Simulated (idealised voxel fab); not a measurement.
This is a process module. Its name is voxel wiring stack.
Section shown: cut. Width: 225 nm. Cell size: 5 nm, square.
Square cells in a grid make up a cross-section in this document, and the grid is given as bands, listed from the top down, each one or more rows of cells.
Band entry format. Leading values: height of top, height of bottom, nm. Remainder: materials in left-to-right order, each with its width in nm. Special words: "full width" on a single material, which then fills the band edge to edge; "blank", empty space.
Beneath 0, the wafer as received is one material, and that level is where height counting begins. The lowest band goes on downward without a bottom; it is written like "from 0 down".
A width such as "30..40" changes by the same amount from each row of cells to the next, from the band's top row to its bottom row.
Basically "changes: none" means that step didn't change any cell in the cross-section.
The list in "Fully sealed voids" covers empty spaces of 8 cells or more that cannot reach the top through any open way, and it gives each as width x height at distance; the distance is from the left edge, and width, height and distance are in nm.
The remark found on a step's line after its settings is issued by the simulator itself and pertains to that step.
The "overlay nm" setting may appear on a step's line; for a step that uses a mask, it gives how far to the right of its planned position the mask lay, and a negative value indicates the left.

plan:
| 1 | RECEIVE | material Si |
| 2 | CONFORMAL_DEP | material SiO2 | thk nm 10 |
| 3 | DIRECTIONAL_DEP | material TiN | thk nm 5 |
| 4 | DIRECTIONAL_DEP | material W | thk nm 20 |
| 5 | DIRECTIONAL_DEP | material aC | thk nm 15 |
| 6 | PATTERN | tone cover | mask id METAL_1 | material resist | width nm 30 | pitch nm 55 | thk nm 30 | overlay nm 0 |
| 7 | DIRECTIONAL_ETCH | etch materials aC | depth nm 15 |
| 8 | STRIP | etch materials resist |
| 9 | DIRECTIONAL_ETCH | etch materials W | depth nm 20 |
| 10 | DIRECTIONAL_ETCH | etch materials TiN | depth nm 5 |
| 11 | STRIP | etch materials aC |
| 12 | CONFORMAL_DEP | material SiCN | thk nm 5 |
| 13 | FILL_DEP | material lowk | thk nm 5 |
| 14 | CMP | height nm 35 |
| 15 | CONFORMAL_DEP | material SiCN | thk nm 5 |
| 16 | DIRECTIONAL_DEP | material SiO2 | thk nm 35 |
| 17 | DIRECTIONAL_DEP | material aC | thk nm 15 |
| 18 | PATTERN | tone open | mask id METAL_2 | material resist | width nm 30 | pitch nm 55 | thk nm 35 | overlay nm 0 |
| 19 | DIRECTIONAL_ETCH | etch materials aC | depth nm 15 |
| 20 | STRIP | etch materials resist |
| 21 | DIRECTIONAL_ETCH | etch materials SiO2 | depth nm 20 |
| 22 | STRIP | etch materials aC |
| 23 | DIRECTIONAL_DEP | material aC | thk nm 15 |
| 24 | PATTERN | tone open | mask id METAL_2_HOLES | material resist | width nm 15 | pitch nm 55 | thk nm 35 | overlay nm 0 |
| 25 | DIRECTIONAL_ETCH | etch materials aC | depth nm 15 |
| 26 | STRIP | etch materials resist |
| 27 | DIRECTIONAL_ETCH | etch materials SiO2 | depth nm 15 |
| 28 | DIRECTIONAL_ETCH | etch materials SiCN | depth nm 5 |
| 29 | STRIP | etch materials aC |
| 30 | CONFORMAL_DEP | material TiN | thk nm 5 |
| 31 | FILL_DEP | material Ru | thk nm 10 |
| 32 | CMP | height nm 75 |
| 33 | CONFORMAL_DEP | material SiCN | thk nm 5 |
| 34 | DIRECTIONAL_DEP | material lowk | thk nm 10 |
| 35 | DIRECTIONAL_DEP | material aC | thk nm 10 |
| 36 | PATTERN | tone open | mask id PLUG_2 | material resist | width nm 15 | pitch nm 55 | thk nm 30 | overlay nm 0 |
| 37 | DIRECTIONAL_ETCH | etch materials aC | depth nm 10 |
| 38 | STRIP | etch materials resist |
| 39 | DIRECTIONAL_ETCH | etch materials lowk | depth nm 10 |
| 40 | DIRECTIONAL_ETCH | etch materials SiCN | depth nm 5 |
| 41 | STRIP | etch materials aC |
| 42 | CONFORMAL_DEP | material TiN | thk nm 5 |
| 43 | FILL_DEP | material W | thk nm 10 |
| 44 | CMP | height nm 90 |
| 45 | DIRECTIONAL_DEP | material TiN | thk nm 5 |
| 46 | DIRECTIONAL_DEP | material Ru | thk nm 25 |
| 47 | DIRECTIONAL_DEP | material aC | thk nm 10 |
| 48 | PATTERN | tone cover | mask id METAL_3 | material resist | width nm 30 | pitch nm 55 | thk nm 25 | overlay nm 0 |
| 49 | DIRECTIONAL_ETCH | etch materials aC | depth nm 10 |
| 50 | STRIP | etch materials resist |
| 51 | DIRECTIONAL_ETCH | etch materials Ru | depth nm 25 |
| 52 | DIRECTIONAL_ETCH | etch materials TiN | depth nm 5 |
| 53 | STRIP | etch materials aC |
| 54 | CONFORMAL_DEP | material SiCN | thk nm 5 |
| 55 | FILL_DEP | material lowk | thk nm 10 |
| 56 | CMP | height nm 120 |
| 57 | CONFORMAL_DEP | material SiN | thk nm 5 |
Heads up: all these wafers start the same, and what changes between them is the thk nm in step 15. The value you see in the plan is just what the first wafer got.

Step 1 complete: as-received cross-section of the first of several wafers:
* from 0 down | Si full width
* Fully sealed voids: none

Basically each wafer gets a line in the table, showing it at the end of the module: material by material, the cells it gained (+) or lost (-) since we got it, then its closed voids:
thk nm 5; +184 Ru; +180 SiCN; +45 SiN; +273 SiO2; +156 TiN; +104 W; +183 lowk; Fully sealed voids: none
thk nm 10; +168 Ru; +225 SiCN; +45 SiN; +252 SiO2; +148 TiN; +104 W; +183 lowk; Fully sealed voids: none
thk nm 15; +152 Ru; +270 SiCN; +45 SiN; +231 SiO2; +140 TiN; +104 W; +183 lowk; Fully sealed voids: none
thk nm 20; +136 Ru; +315 SiCN; +45 SiN; +210 SiO2; +132 TiN; +104 W; +183 lowk; Fully sealed voids: none
